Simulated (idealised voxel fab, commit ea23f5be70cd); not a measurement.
Proc. module: voxel self aligned contacts
Pictured: cross-section cut, 255 nm wide, on a grid of 5 nm square cells.
In what follows, cross-sections appear as grids of square cells, described through bands that run from the top down, where every band is one or more rows of cells. The band entry comprises the height of the band's top followed by the height of its bottom, expressed in nm, and subsequently the band's materials from left to right, each stated together with its width in nm. Where a single material is marked with the word "full width", that material fills the band from edge to edge. The word "blank" represents empty space. Convention: height 0 is the level below which the wafer, as received, is all one material. The lowest band does not terminate at the bottom but continues downward, represented as "0 -> down". The width entry "30..40" should be interpreted row by row: the top row of cells in the band takes the first number, the bottom row takes the second number, and the change between adjacent rows is uniform throughout. Where a step carries "everything unchanged", the cross-section came out of it unchanged, cell for cell. Reported under the label "Completely enclosed voids" are the empty spaces having no open way to the top and comprising 8 cells or more; the notation for each is width x height at distance, in which the distance is measured from the left edge and all three values are in nm. Whatever follows a step's settings on its line is a remark the simulator itself makes about that step. "overlay nm" denotes, for a step that has a mask, the displacement of the mask to the right of its planned place, with negative values corresponding to the left. What follows is a series of pairs. Each pair shows a cross-section before one process step and the cross-section after it, and the after view is drawn only down to the lowest band that changed. Beneath each pair is the step that lies between the two, with its settings. Pairs may come from different runs of this module on the same starting wafer, so a pair continues from the one above it only where its entry headed "Before the process" says so.
BEFORE THE PROCESS
    0 -> down | Si full width
    Completely enclosed voids: none
STATE AFTER STEP
    5 -> 0 | SiO2 full width
    Everything under 0 stays put, no change at all.
    Completely enclosed voids: none
In between the cross-sections above, the run called for CONFORMAL_DEP (material SiO2; thk nm 5)
Before the process: identical to the post-step cross-section of the immediately preceding pair.
STATE AFTER STEP
    30 -> 5 | polySi full width
    Everything under 5 stays put, no change at all.
    Completely enclosed voids: none
In between the cross-sections above, the run called for DIRECTIONAL_DEP (material polySi; thk nm 25)
Before the process: identical to the post-step cross-section of the immediately preceding pair.
STATE AFTER STEP
    55 -> 30 | SiN full width
    Everything under 30 stays put, no change at all.
    Completely enclosed voids: none
In between the cross-sections above, the run called for DIRECTIONAL_DEP (material SiN; thk nm 25)
Before the process: identical to the post-step cross-section of the immediately preceding pair.
STATE AFTER STEP
    55 -> 30 | 75 blank  30 SiN  40 blank  30 SiN  80 blank
    Everything under 30 stays put, no change at all.
    Completely enclosed voids: none
In between the cross-sections above, the run called for MASKED_ETCH (tone cover; mask id GATE; width nm 30; pitch nm 70; etch materials SiN; depth nm 25; overlay nm 0)
Before the process: identical to the post-step cross-section of the immediately preceding pair.
STATE AFTER STEP
    55 -> 30 | 75 blank  30 SiN  40 blank  30 SiN  80 blank
    30 -> 5 | 75 blank  30 polySi  40 blank  30 polySi  80 blank
    Everything under 5 stays put, no change at all.
    Completely enclosed voids: none
In between the cross-sections above, the run called for MASKED_ETCH (tone cover; mask id GATE; width nm 30; pitch nm 70; etch materials polySi; depth nm 25; overlay nm 0)
Before the process: identical to the post-step cross-section of the immediately preceding pair.
STATE AFTER STEP
    65 -> 30 | 65 blank  50 SiN  20 blank  50 SiN  70 blank
    30 -> 15 | 65 blank  10 SiN  30 polySi  10 SiN  20 blank  10 SiN  30 polySi  10 SiN  70 blank
    15 -> 5 | 75 SiN  30 polySi  40 SiN  30 polySi  80 SiN
    Everything under 5 stays put, no change at all.
    Completely enclosed voids: none
In between the cross-sections above, the run called for CONFORMAL_DEP (material SiN; thk nm 10)
Before the process: identical to the post-step cross-section of the immediately preceding pair.
STATE AFTER STEP
    55 -> 30 | 65 blank  50 SiN  20 blank  50 SiN  70 blank
    30 -> 5 | 65 blank  10 SiN  30 polySi  10 SiN  20 blank  10 SiN  30 polySi  10 SiN  70 blank
    Everything under 5 stays put, no change at all.
    Completely enclosed voids: none
In between the cross-sections above, the run called for DIRECTIONAL_ETCH (etch materials SiN; depth nm 10)
Before the process: identical to the post-step cross-section of the immediately preceding pair.
STATE AFTER STEP
    65 -> 55 | SiO2 full width
    55 -> 30 | 65 SiO2  50 SiN  20 SiO2  50 SiN  70 SiO2
    30 -> 5 | 65 SiO2  10 SiN  30 polySi  10 SiN  20 SiO2  10 SiN  30 polySi  10 SiN  70 SiO2
    Everything under 5 stays put, no change at all.
    Completely enclosed voids: none
In between the cross-sections above, the run called for FILL_DEP (material SiO2; thk nm 10)
Before the process: identical to the post-step cross-section of the immediately preceding pair.
STATE AFTER STEP
    60 -> 55 | SiO2 full width
    Everything under 55 stays put, no change at all.
    Completely enclosed voids: none
In between the cross-sections above, the run called for CMP (height nm 60)
Before the process: identical to the post-step cross-section of the immediately preceding pair.
STATE AFTER STEP
    75 -> 60 | aC full width
    Everything under 60 stays put, no change at all.
    Completely enclosed voids: none
In between the cross-sections above, the run called for DIRECTIONAL_DEP (material aC; thk nm 15)
Before the process: identical to the post-step cross-section of the immediately preceding pair.
STATE AFTER STEP
    105 -> 75 | 100 resist  50 blank  105 resist
    Everything under 75 stays put, no change at all.
    Completely enclosed voids: none
In between the cross-sections above, the run called for PATTERN (tone open; mask id CONTACT; material resist; width nm 50; thk nm 30; overlay nm 0)
Before the process: identical to the post-step cross-section of the immediately preceding pair.
STATE AFTER STEP
    90 -> 75 | 100 resist  50 blank  105 resist
    75 -> 60 | 100 aC  50 blank  105 aC
    Everything under 60 stays put, no change at all.
    Completely enclosed voids: none
In between the cross-sections above, the run called for DIRECTIONAL_ETCH (etch materials aC; depth nm 15)
Before the process: identical to the post-step cross-section of the immediately preceding pair.
STATE AFTER STEP
    75 -> 60 | 100 aC  50 blank  105 aC
    Everything under 60 stays put, no change at all.
    Completely enclosed voids: none
In between the cross-sections above, the run called for STRIP (etch materials resist)
Before the process: identical to the post-step cross-section of the immediately preceding pair.
STATE AFTER STEP
    75 -> 60 | 100 aC  50 blank  105 aC
    60 -> 55 | 100 SiO2  50 blank  105 SiO2
    55 -> 30 | 65 SiO2  50 SiN  20 blank  50 SiN  70 SiO2
    30 -> 5 | 65 SiO2  10 SiN  30 polySi  10 SiN  20 blank  10 SiN  30 polySi  10 SiN  70 SiO2
    5 -> 0 | 115 SiO2  20 blank  120 SiO2
    Everything under 0 stays put, no change at all.
    Completely enclosed voids: none
In between the cross-sections above, the run called for DIRECTIONAL_ETCH (etch materials SiO2; depth nm 60)
Before the process: identical to the post-step cross-section of the immediately preceding pair.
STATE AFTER STEP
    60 -> 55 | 100 SiO2  50 blank  105 SiO2
    Everything under 55 stays put, no change at all.
    Completely enclosed voids: none
In between the cross-sections above, the run called for STRIP (etch materials aC)
Before the process: identical to the post-step cross-section of the immediately preceding pair.
STATE AFTER STEP
    65 -> 60 | 105 TiN  40 blank  110 TiN
    60 -> 55 | 100 SiO2  20 TiN  10 blank  20 TiN  105 SiO2
    55 -> 30 | 65 SiO2  50 SiN  5 TiN  10 blank  5 TiN  50 SiN  70 SiO2
    30 -> 5 | 65 SiO2  10 SiN  30 polySi  10 SiN  5 TiN  10 blank  5 TiN  10 SiN  30 polySi  10 SiN  70 SiO2
    5 -> 0 | 115 SiO2  20 TiN  120 SiO2
    Everything under 0 stays put, no change at all.
    Completely enclosed voids: none
In between the cross-sections above, the run called for CONFORMAL_DEP (material TiN; thk nm 5)
Before the process: identical to the post-step cross-section of the immediately preceding pair.
STATE AFTER STEP
    70 -> 65 | Ru full width
    65 -> 60 | 105 TiN  40 Ru  110 TiN
    60 -> 55 | 100 SiO2  20 TiN  10 Ru  20 TiN  105 SiO2
    55 -> 30 | 65 SiO2  50 SiN  5 TiN  10 Ru  5 TiN  50 SiN  70 SiO2
    30 -> 5 | 65 SiO2  10 SiN  30 polySi  10 SiN  5 TiN  10 Ru  5 TiN  10 SiN  30 polySi  10 SiN  70 SiO2
    Everything under 5 stays put, no change at all.
    Completely enclosed voids: none
In between the cross-sections above, the run called for FILL_DEP (material Ru; thk nm 5)
Before the process: identical to the post-step cross-section of the immediately preceding pair.
STATE AFTER STEP
    60 -> 55 | 100 SiO2  20 TiN  10 Ru  20 TiN  105 SiO2
    Everything under 55 stays put, no change at all.
    Completely enclosed voids: none
In between the cross-sections above, the run called for CMP (height nm 60)
Before the process: identical to the post-step cross-section of the immediately preceding pair.
STATE AFTER STEP
    65 -> 60 | SiCN full width
    Everything under 60 stays put, no change at all.
    Completely enclosed voids: none
In between the cross-sections above, the run called for CONFORMAL_DEP (material SiCN; thk nm 5)
BEFORE THE PROCESS
    0 -> down | Si full width
    Completely enclosed voids: none
STATE AFTER STEP
    25 -> 0 | polySi full width
    Everything under 0 stays put, no change at all.
    Completely enclosed voids: none
In between the cross-sections above, the run called for DIRECTIONAL_DEP (material polySi; thk nm 25)
Before the process: identical to the post-step cross-section of the immediately preceding pair.
STATE AFTER STEP
    50 -> 25 | SiN full width
    Everything under 25 stays put, no change at all.
    Completely enclosed voids: none
In between the cross-sections above, the run called for DIRECTIONAL_DEP (material SiN; thk nm 25)
Before the process: identical to the post-step cross-section of the immediately preceding pair.
STATE AFTER STEP
    50 -> 25 | 75 blank  30 SiN  40 blank  30 SiN  80 blank
    Everything under 25 stays put, no change at all.
    Completely enclosed voids: none
In between the cross-sections above, the run called for MASKED_ETCH (tone cover; mask id GATE; width nm 30; pitch nm 70; etch materials SiN; depth nm 25; overlay nm 0)
Before the process: identical to the post-step cross-section of the immediately preceding pair.
STATE AFTER STEP
    50 -> 25 | 75 blank  30 SiN  40 blank  30 SiN  80 blank
    25 -> 0 | 75 blank  30 polySi  40 blank  30 polySi  80 blank
    Everything under 0 stays put, no change at all.
    Completely enclosed voids: none
In between the cross-sections above, the run called for MASKED_ETCH (tone cover; mask id GATE; width nm 30; pitch nm 70; etch materials polySi; depth nm 25; overlay nm 0)
Before the process: identical to the post-step cross-section of the immediately preceding pair.
STATE AFTER STEP
    60 -> 25 | 65 blank  50 SiN  20 blank  50 SiN  70 blank
    25 -> 10 | 65 blank  10 SiN  30 polySi  10 SiN  20 blank  10 SiN  30 polySi  10 SiN  70 blank
    10 -> 0 | 75 SiN  30 polySi  40 SiN  30 polySi  80 SiN
    Everything under 0 stays put, no change at all.
    Completely enclosed voids: none
In between the cross-sections above, the run called for CONFORMAL_DEP (material SiN; thk nm 10)
Before the process: identical to the post-step cross-section of the immediately preceding pair.
STATE AFTER STEP
    50 -> 25 | 65 blank  50 SiN  20 blank  50 SiN  70 blank
    25 -> 0 | 65 blank  10 SiN  30 polySi  10 SiN  20 blank  10 SiN  30 polySi  10 SiN  70 blank
    Everything under 0 stays put, no change at all.
    Completely enclosed voids: none
In between the cross-sections above, the run called for DIRECTIONAL_ETCH (etch materials SiN; depth nm 10)
Before the process: identical to the post-step cross-section of the immediately preceding pair.
STATE AFTER STEP
    60 -> 50 | SiO2 full width
    50 -> 25 | 65 SiO2  50 SiN  20 SiO2  50 SiN  70 SiO2
    25 -> 0 | 65 SiO2  10 SiN  30 polySi  10 SiN  20 SiO2  10 SiN  30 polySi  10 SiN  70 SiO2
    Everything under 0 stays put, no change at all.
    Completely enclosed voids: none
In between the cross-sections above, the run called for FILL_DEP (material SiO2; thk nm 10)
Before the process: identical to the post-step cross-section of the immediately preceding pair.
STATE AFTER STEP
    75 -> 60 | aC full width
    Everything under 60 stays put, no change at all.
    Completely enclosed voids: none
In between the cross-sections above, the run called for DIRECTIONAL_DEP (material aC; thk nm 15)
Before the process: identical to the post-step cross-section of the immediately preceding pair.
STATE AFTER STEP
    105 -> 75 | 100 resist  50 blank  105 resist
    Everything under 75 stays put, no change at all.
    Completely enclosed voids: none
In between the cross-sections above, the run called for PATTERN (tone open; mask id CONTACT; material resist; width nm 50; thk nm 30; overlay nm 0)
Before the process: identical to the post-step cross-section of the immediately preceding pair.
STATE AFTER STEP
    90 -> 75 | 100 resist  50 blank  105 resist
    75 -> 60 | 100 aC  50 blank  105 aC
    Everything under 60 stays put, no change at all.
    Completely enclosed voids: none
In between the cross-sections above, the run called for DIRECTIONAL_ETCH (etch materials aC; depth nm 15)
Before the process: identical to the post-step cross-section of the immediately preceding pair.
STATE AFTER STEP
    75 -> 60 | 100 aC  50 blank  105 aC
    Everything under 60 stays put, no change at all.
    Completely enclosed voids: none
In between the cross-sections above, the run called for STRIP (etch materials resist)
Before the process: identical to the post-step cross-section of the immediately preceding pair.
STATE AFTER STEP
    75 -> 60 | 100 aC  50 blank  105 aC
    60 -> 50 | 100 SiO2  50 blank  105 SiO2
    50 -> 25 | 65 SiO2  50 SiN  20 blank  50 SiN  70 SiO2
    25 -> 0 | 65 SiO2  10 SiN  30 polySi  10 SiN  20 blank  10 SiN  30 polySi  10 SiN  70 SiO2
    Everything under 0 stays put, no change at all.
    Completely enclosed voids: none
In between the cross-sections above, the run called for DIRECTIONAL_ETCH (etch materials SiO2; depth nm 60)
Before the process: identical to the post-step cross-section of the immediately preceding pair.
STATE AFTER STEP
    60 -> 50 | 100 SiO2  50 blank  105 SiO2
    Everything under 50 stays put, no change at all.
    Completely enclosed voids: none
In between the cross-sections above, the run called for STRIP (etch materials aC)
Before the process: identical to the post-step cross-section of the immediately preceding pair.
STATE AFTER STEP
    65 -> 60 | 105 TiN  40 blank  110 TiN
    60 -> 50 | 100 SiO2  5..20 TiN  40..10 blank  5..20 TiN  105 SiO2
    50 -> 25 | 65 SiO2  50 SiN  5 TiN  10 blank  5 TiN  50 SiN  70 SiO2
    25 -> 5 | 65 SiO2  10 SiN  30 polySi  10 SiN  5 TiN  10 blank  5 TiN  10 SiN  30 polySi  10 SiN  70 SiO2
    5 -> 0 | 65 SiO2  10 SiN  30 polySi  10 SiN  20 TiN  10 SiN  30 polySi  10 SiN  70 SiO2
    Everything under 0 stays put, no change at all.
    Completely enclosed voids: none
In between the cross-sections above, the run called for CONFORMAL_DEP (material TiN; thk nm 5)
Before the process: identical to the post-step cross-section of the immediately preceding pair.
STATE AFTER STEP
    70 -> 65 | Ru full width
    65 -> 60 | 105 TiN  40 Ru  110 TiN
    60 -> 50 | 100 SiO2  5..20 TiN  40..10 Ru  5..20 TiN  105 SiO2
    50 -> 25 | 65 SiO2  50 SiN  5 TiN  10 Ru  5 TiN  50 SiN  70 SiO2
    25 -> 5 | 65 SiO2  10 SiN  30 polySi  10 SiN  5 TiN  10 Ru  5 TiN  10 SiN  30 polySi  10 SiN  70 SiO2
    Everything under 5 stays put, no change at all.
    Completely enclosed voids: none
In between the cross-sections above, the run called for FILL_DEP (material Ru; thk nm 5)
Before the process: identical to the post-step cross-section of the immediately preceding pair.
STATE AFTER STEP
    60 -> 50 | 100 SiO2  5..20 TiN  40..10 Ru  5..20 TiN  105 SiO2
    Everything under 50 stays put, no change at all.
    Completely enclosed voids: none
In between the cross-sections above, the run called for CMP (height nm 60)
Before the process: identical to the post-step cross-section of the immediately preceding pair.
STATE AFTER STEP
    65 -> 60 | SiCN full width
    Everything under 60 stays put, no change at all.
    Completely enclosed voids: none
In between the cross-sections above, the run called for CONFORMAL_DEP (material SiCN; thk nm 5)
BEFORE THE PROCESS
    55 -> 30 | SiN full width
    30 -> 5 | polySi full width
    5 -> 0 | SiO2 full width
    0 -> down | Si full width
    Completely enclosed voids: none
STATE AFTER STEP
    80 -> 30 | SiN full width
    Everything under 30 stays put, no change at all.
    Completely enclosed voids: none
In between the cross-sections above, the run called for DIRECTIONAL_DEP (material SiN; thk nm 25)
Before the process: identical to the post-step cross-section of the immediately preceding pair.
STATE AFTER STEP
    80 -> 55 | 75 blank  30 SiN  40 blank  30 SiN  80 blank
    Everything under 55 stays put, no change at all.
    Completely enclosed voids: none
In between the cross-sections above, the run called for MASKED_ETCH (tone cover; mask id GATE; width nm 30; pitch nm 70; etch materials SiN; depth nm 25; overlay nm 0)
Before the process: identical to the post-step cross-section of the immediately preceding pair.
STATE AFTER STEP
    90 -> 65 | 65 blank  50 SiN  20 blank  50 SiN  70 blank
    65 -> 30 | SiN full width
    Everything under 30 stays put, no change at all.
    Completely enclosed voids: none
In between the cross-sections above, the run called for CONFORMAL_DEP (material SiN; thk nm 10)
Before the process: identical to the post-step cross-section of the immediately preceding pair.
STATE AFTER STEP
    80 -> 55 | 65 blank  50 SiN  20 blank  50 SiN  70 blank
    Everything under 55 stays put, no change at all.
    Completely enclosed voids: none
In between the cross-sections above, the run called for DIRECTIONAL_ETCH (etch materials SiN; depth nm 10)
Before the process: identical to the post-step cross-section of the immediately preceding pair.
STATE AFTER STEP
    90 -> 80 | SiO2 full width
    80 -> 55 | 65 SiO2  50 SiN  20 SiO2  50 SiN  70 SiO2
    Everything under 55 stays put, no change at all.
    Completely enclosed voids: none
In between the cross-sections above, the run called for FILL_DEP (material SiO2; thk nm 10)
Before the process: identical to the post-step cross-section of the immediately preceding pair.
STATE AFTER STEP
    60 -> 55 | 65 SiO2  50 SiN  20 SiO2  50 SiN  70 SiO2
    Everything under 55 stays put, no change at all.
    Completely enclosed voids: none
In between the cross-sections above, the run called for CMP (height nm 60)
Before the process: identical to the post-step cross-section of the immediately preceding pair.
STATE AFTER STEP
    75 -> 60 | aC full width
    Everything under 60 stays put, no change at all.
    Completely enclosed voids: none
In between the cross-sections above, the run called for DIRECTIONAL_DEP (material aC; thk nm 15)
Before the process: identical to the post-step cross-section of the immediately preceding pair.
STATE AFTER STEP
    105 -> 75 | 100 resist  50 blank  105 resist
    Everything under 75 stays put, no change at all.
    Completely enclosed voids: none
In between the cross-sections above, the run called for PATTERN (tone open; mask id CONTACT; material resist; width nm 50; thk nm 30; overlay nm 0)
Before the process: identical to the post-step cross-section of the immediately preceding pair.
STATE AFTER STEP
    90 -> 75 | 100 resist  50 blank  105 resist
    75 -> 60 | 100 aC  50 blank  105 aC
    Everything under 60 stays put, no change at all.
    Completely enclosed voids: none
In between the cross-sections above, the run called for DIRECTIONAL_ETCH (etch materials aC; depth nm 15)
Before the process: identical to the post-step cross-section of the immediately preceding pair.
STATE AFTER STEP
    75 -> 60 | 100 aC  50 blank  105 aC
    Everything under 60 stays put, no change at all.
    Completely enclosed voids: none
In between the cross-sections above, the run called for STRIP (etch materials resist)
Before the process: identical to the post-step cross-section of the immediately preceding pair.
STATE AFTER STEP
    75 -> 60 | 100 aC  50 blank  105 aC
    60 -> 55 | 65 SiO2  50 SiN  20 blank  50 SiN  70 SiO2
    Everything under 55 stays put, no change at all.
    Completely enclosed voids: none
In between the cross-sections above, the run called for DIRECTIONAL_ETCH (etch materials SiO2; depth nm 60)
Before the process: identical to the post-step cross-section of the immediately preceding pair.
STATE AFTER STEP
    60 -> 55 | 65 SiO2  50 SiN  20 blank  50 SiN  70 SiO2
    Everything under 55 stays put, no change at all.
    Completely enclosed voids: none
In between the cross-sections above, the run called for STRIP (etch materials aC)
Before the process: identical to the post-step cross-section of the immediately preceding pair.
STATE AFTER STEP
    65 -> 60 | 120 TiN  10 blank  125 TiN
    60 -> 55 | 65 SiO2  50 SiN  20 TiN  50 SiN  70 SiO2
    Everything under 55 stays put, no change at all.
    Completely enclosed voids: none
In between the cross-sections above, the run called for CONFORMAL_DEP (material TiN; thk nm 5)
Before the process: identical to the post-step cross-section of the immediately preceding pair.
STATE AFTER STEP
    70 -> 65 | Ru full width
    65 -> 60 | 120 TiN  10 Ru  125 TiN
    Everything under 60 stays put, no change at all.
    Completely enclosed voids: none
In between the cross-sections above, the run called for FILL_DEP (material Ru; thk nm 5)
Before the process: identical to the post-step cross-section of the immediately preceding pair.
STATE AFTER STEP
    60 -> 55 | 65 SiO2  50 SiN  20 TiN  50 SiN  70 SiO2
    Everything under 55 stays put, no change at all.
    Completely enclosed voids: none
In between the cross-sections above, the run called for CMP (height nm 60)
Before the process: identical to the post-step cross-section of the immediately preceding pair.
STATE AFTER STEP
    65 -> 60 | SiCN full width
    Everything under 60 stays put, no change at all.
    Completely enclosed voids: none
In between the cross-sections above, the run called for CONFORMAL_DEP (material SiCN; thk nm 5)
BEFORE THE PROCESS
    25 -> 0 | polySi full width
    0 -> down | Si full width
    Completely enclosed voids: none
STATE AFTER STEP
    30 -> 25 | SiO2 full width
    Everything under 25 stays put, no change at all.
    Completely enclosed voids: none
In between the cross-sections above, the run called for CONFORMAL_DEP (material SiO2; thk nm 5)
Before the process: identical to the post-step cross-section of the immediately preceding pair.
STATE AFTER STEP
    55 -> 30 | SiN full width
    Everything under 30 stays put, no change at all.
    Completely enclosed voids: none
In between the cross-sections above, the run called for DIRECTIONAL_DEP (material SiN; thk nm 25)
Before the process: identical to the post-step cross-section of the immediately preceding pair.
STATE AFTER STEP
    55 -> 30 | 75 blank  30 SiN  40 blank  30 SiN  80 blank
    Everything under 30 stays put, no change at all.
    Completely enclosed voids: none
In between the cross-sections above, the run called for MASKED_ETCH (tone cover; mask id GATE; width nm 30; pitch nm 70; etch materials SiN; depth nm 25; overlay nm 0)
Before the process: identical to the post-step cross-section of the immediately preceding pair.
STATE AFTER STEP
    65 -> 40 | 65 blank  50 SiN  20 blank  50 SiN  70 blank
    40 -> 30 | SiN full width
    Everything under 30 stays put, no change at all.
    Completely enclosed voids: none
In between the cross-sections above, the run called for CONFORMAL_DEP (material SiN; thk nm 10)
Before the process: identical to the post-step cross-section of the immediately preceding pair.
STATE AFTER STEP
    55 -> 30 | 65 blank  50 SiN  20 blank  50 SiN  70 blank
    Everything under 30 stays put, no change at all.
    Completely enclosed voids: none
In between the cross-sections above, the run called for DIRECTIONAL_ETCH (etch materials SiN; depth nm 10)
Before the process: identical to the post-step cross-section of the immediately preceding pair.
STATE AFTER STEP
    65 -> 55 | SiO2 full width
    55 -> 30 | 65 SiO2  50 SiN  20 SiO2  50 SiN  70 SiO2
    Everything under 30 stays put, no change at all.
    Completely enclosed voids: none
In between the cross-sections above, the run called for FILL_DEP (material SiO2; thk nm 10)
Before the process: identical to the post-step cross-section of the immediately preceding pair.
STATE AFTER STEP
    60 -> 55 | SiO2 full width
    Everything under 55 stays put, no change at all.
    Completely enclosed voids: none
In between the cross-sections above, the run called for CMP (height nm 60)
Before the process: identical to the post-step cross-section of the immediately preceding pair.
STATE AFTER STEP
    75 -> 60 | aC full width
    Everything under 60 stays put, no change at all.
    Completely enclosed voids: none
In between the cross-sections above, the run called for DIRECTIONAL_DEP (material aC; thk nm 15)
Before the process: identical to the post-step cross-section of the immediately preceding pair.
STATE AFTER STEP
    105 -> 75 | 100 resist  50 blank  105 resist
    Everything under 75 stays put, no change at all.
    Completely enclosed voids: none
In between the cross-sections above, the run called for PATTERN (tone open; mask id CONTACT; material resist; width nm 50; thk nm 30; overlay nm 0)
Before the process: identical to the post-step cross-section of the immediately preceding pair.
STATE AFTER STEP
    90 -> 75 | 100 resist  50 blank  105 resist
    75 -> 60 | 100 aC  50 blank  105 aC
    Everything under 60 stays put, no change at all.
    Completely enclosed voids: none
In between the cross-sections above, the run called for DIRECTIONAL_ETCH (etch materials aC; depth nm 15)
Before the process: identical to the post-step cross-section of the immediately preceding pair.
STATE AFTER STEP
    75 -> 60 | 100 aC  50 blank  105 aC
    Everything under 60 stays put, no change at all.
    Completely enclosed voids: none
In between the cross-sections above, the run called for STRIP (etch materials resist)
Before the process: identical to the post-step cross-section of the immediately preceding pair.
STATE AFTER STEP
    75 -> 60 | 100 aC  50 blank  105 aC
    60 -> 55 | 100 SiO2  50 blank  105 SiO2
    55 -> 30 | 65 SiO2  50 SiN  20 blank  50 SiN  70 SiO2
    30 -> 25 | 115 SiO2  20 blank  120 SiO2
    Everything under 25 stays put, no change at all.
    Completely enclosed voids: none
In between the cross-sections above, the run called for DIRECTIONAL_ETCH (etch materials SiO2; depth nm 60)
Before the process: identical to the post-step cross-section of the immediately preceding pair.
STATE AFTER STEP
    60 -> 55 | 100 SiO2  50 blank  105 SiO2
    Everything under 55 stays put, no change at all.
    Completely enclosed voids: none
In between the cross-sections above, the run called for STRIP (etch materials aC)
Before the process: identical to the post-step cross-section of the immediately preceding pair.
STATE AFTER STEP
    65 -> 60 | 105 TiN  40 blank  110 TiN
    60 -> 55 | 100 SiO2  20 TiN  10 blank  20 TiN  105 SiO2
    55 -> 30 | 65 SiO2  50 SiN  5 TiN  10 blank  5 TiN  50 SiN  70 SiO2
    30 -> 25 | 115 SiO2  20 TiN  120 SiO2
    Everything under 25 stays put, no change at all.
    Completely enclosed voids: none
In between the cross-sections above, the run called for CONFORMAL_DEP (material TiN; thk nm 5)
Before the process: identical to the post-step cross-section of the immediately preceding pair.
STATE AFTER STEP
    70 -> 65 | Ru full width
    65 -> 60 | 105 TiN  40 Ru  110 TiN
    60 -> 55 | 100 SiO2  20 TiN  10 Ru  20 TiN  105 SiO2
    55 -> 30 | 65 SiO2  50 SiN  5 TiN  10 Ru  5 TiN  50 SiN  70 SiO2
    Everything under 30 stays put, no change at all.
    Completely enclosed voids: none
In between the cross-sections above, the run called for FILL_DEP (material Ru; thk nm 5)
Before the process: identical to the post-step cross-section of the immediately preceding pair.
STATE AFTER STEP
    60 -> 55 | 100 SiO2  20 TiN  10 Ru  20 TiN  105 SiO2
    Everything under 55 stays put, no change at all.
    Completely enclosed voids: none
In between the cross-sections above, the run called for CMP (height nm 60)
Before the process: identical to the post-step cross-section of the immediately preceding pair.
STATE AFTER STEP
    65 -> 60 | SiCN full width
    Everything under 60 stays put, no change at all.
    Completely enclosed voids: none
In between the cross-sections above, the run called for CONFORMAL_DEP (material SiCN; thk nm 5)
BEFORE THE PROCESS
    65 -> 30 | 65 blank  50 SiN  20 blank  50 SiN  70 blank
    30 -> 15 | 65 blank  10 SiN  30 polySi  10 SiN  20 blank  10 SiN  30 polySi  10 SiN  70 blank
    15 -> 5 | 75 SiN  30 polySi  40 SiN  30 polySi  80 SiN
    5 -> 0 | SiO2 full width
    0 -> down | Si full width
    Completely enclosed voids: none
STATE AFTER STEP
    60 -> 30 | 65 blank  50 SiN  20 blank  50 SiN  70 blank
    30 -> 10 | 65 blank  10 SiN  30 polySi  10 SiN  20 blank  10 SiN  30 polySi  10 SiN  70 blank
    Everything under 10 stays put, no change at all.
    Completely enclosed voids: none
In between the cross-sections above, the run called for DIRECTIONAL_ETCH (etch materials SiN; depth nm 5)
Before the process: identical to the post-step cross-section of the immediately preceding pair.
STATE AFTER STEP
    70 -> 60 | SiO2 full width
    60 -> 30 | 65 SiO2  50 SiN  20 SiO2  50 SiN  70 SiO2
    30 -> 10 | 65 SiO2  10 SiN  30 polySi  10 SiN  20 SiO2  10 SiN  30 polySi  10 SiN  70 SiO2
    Everything under 10 stays put, no change at all.
    Completely enclosed voids: none
In between the cross-sections above, the run called for FILL_DEP (material SiO2; thk nm 10)
Before the process: identical to the post-step cross-section of the immediately preceding pair.
STATE AFTER STEP
    60 -> 30 | 65 SiO2  50 SiN  20 SiO2  50 SiN  70 SiO2
    Everything under 30 stays put, no change at all.
    Completely enclosed voids: none
In between the cross-sections above, the run called for CMP (height nm 60)
Before the process: identical to the post-step cross-section of the immediately preceding pair.
STATE AFTER STEP
    75 -> 60 | aC full width
    Everything under 60 stays put, no change at all.
    Completely enclosed voids: none
In between the cross-sections above, the run called for DIRECTIONAL_DEP (material aC; thk nm 15)
Before the process: identical to the post-step cross-section of the immediately preceding pair.
STATE AFTER STEP
    105 -> 75 | 100 resist  50 blank  105 resist
    Everything under 75 stays put, no change at all.
    Completely enclosed voids: none
In between the cross-sections above, the run called for PATTERN (tone open; mask id CONTACT; material resist; width nm 50; thk nm 30; overlay nm 0)
Before the process: identical to the post-step cross-section of the immediately preceding pair.
STATE AFTER STEP
    90 -> 75 | 100 resist  50 blank  105 resist
    75 -> 60 | 100 aC  50 blank  105 aC
    Everything under 60 stays put, no change at all.
    Completely enclosed voids: none
In between the cross-sections above, the run called for DIRECTIONAL_ETCH (etch materials aC; depth nm 15)
Before the process: identical to the post-step cross-section of the immediately preceding pair.
STATE AFTER STEP
    75 -> 60 | 100 aC  50 blank  105 aC
    Everything under 60 stays put, no change at all.
    Completely enclosed voids: none
In between the cross-sections above, the run called for STRIP (etch materials resist)
Before the process: identical to the post-step cross-section of the immediately preceding pair.
STATE AFTER STEP
    75 -> 60 | 100 aC  50 blank  105 aC
    60 -> 30 | 65 SiO2  50 SiN  20 blank  50 SiN  70 SiO2
    30 -> 10 | 65 SiO2  10 SiN  30 polySi  10 SiN  20 blank  10 SiN  30 polySi  10 SiN  70 SiO2
    Everything under 10 stays put, no change at all.
    Completely enclosed voids: none
In between the cross-sections above, the run called for DIRECTIONAL_ETCH (etch materials SiO2; depth nm 60)
Before the process: identical to the post-step cross-section of the immediately preceding pair.
STATE AFTER STEP
    60 -> 30 | 65 SiO2  50 SiN  20 blank  50 SiN  70 SiO2
    Everything under 30 stays put, no change at all.
    Completely enclosed voids: none
In between the cross-sections above, the run called for STRIP (etch materials aC)
Before the process: identical to the post-step cross-section of the immediately preceding pair.
STATE AFTER STEP
    65 -> 60 | 120 TiN  10 blank  125 TiN
    60 -> 30 | 65 SiO2  50 SiN  5 TiN  10 blank  5 TiN  50 SiN  70 SiO2
    30 -> 15 | 65 SiO2  10 SiN  30 polySi  10 SiN  5 TiN  10 blank  5 TiN  10 SiN  30 polySi  10 SiN  70 SiO2
    15 -> 10 | 65 SiO2  10 SiN  30 polySi  10 SiN  20 TiN  10 SiN  30 polySi  10 SiN  70 SiO2
    Everything under 10 stays put, no change at all.
    Completely enclosed voids: none
In between the cross-sections above, the run called for CONFORMAL_DEP (material TiN; thk nm 5)
Before the process: identical to the post-step cross-section of the immediately preceding pair.
STATE AFTER STEP
    70 -> 65 | Ru full width
    65 -> 60 | 120 TiN  10 Ru  125 TiN
    60 -> 30 | 65 SiO2  50 SiN  5 TiN  10 Ru  5 TiN  50 SiN  70 SiO2
    30 -> 15 | 65 SiO2  10 SiN  30 polySi  10 SiN  5 TiN  10 Ru  5 TiN  10 SiN  30 polySi  10 SiN  70 SiO2
    Everything under 15 stays put, no change at all.
    Completely enclosed voids: none
In between the cross-sections above, the run called for FILL_DEP (material Ru; thk nm 5)
Before the process: identical to the post-step cross-section of the immediately preceding pair.
STATE AFTER STEP
    60 -> 30 | 65 SiO2  50 SiN  5 TiN  10 Ru  5 TiN  50 SiN  70 SiO2
    Everything under 30 stays put, no change at all.
    Completely enclosed voids: none
In between the cross-sections above, the run called for CMP (height nm 60)
Before the process: identical to the post-step cross-section of the immediately preceding pair.
STATE AFTER STEP
    65 -> 60 | SiCN full width
    Everything under 60 stays put, no change at all.
    Completely enclosed voids: none
In between the cross-sections above, the run called for CONFORMAL_DEP (material SiCN; thk nm 5)
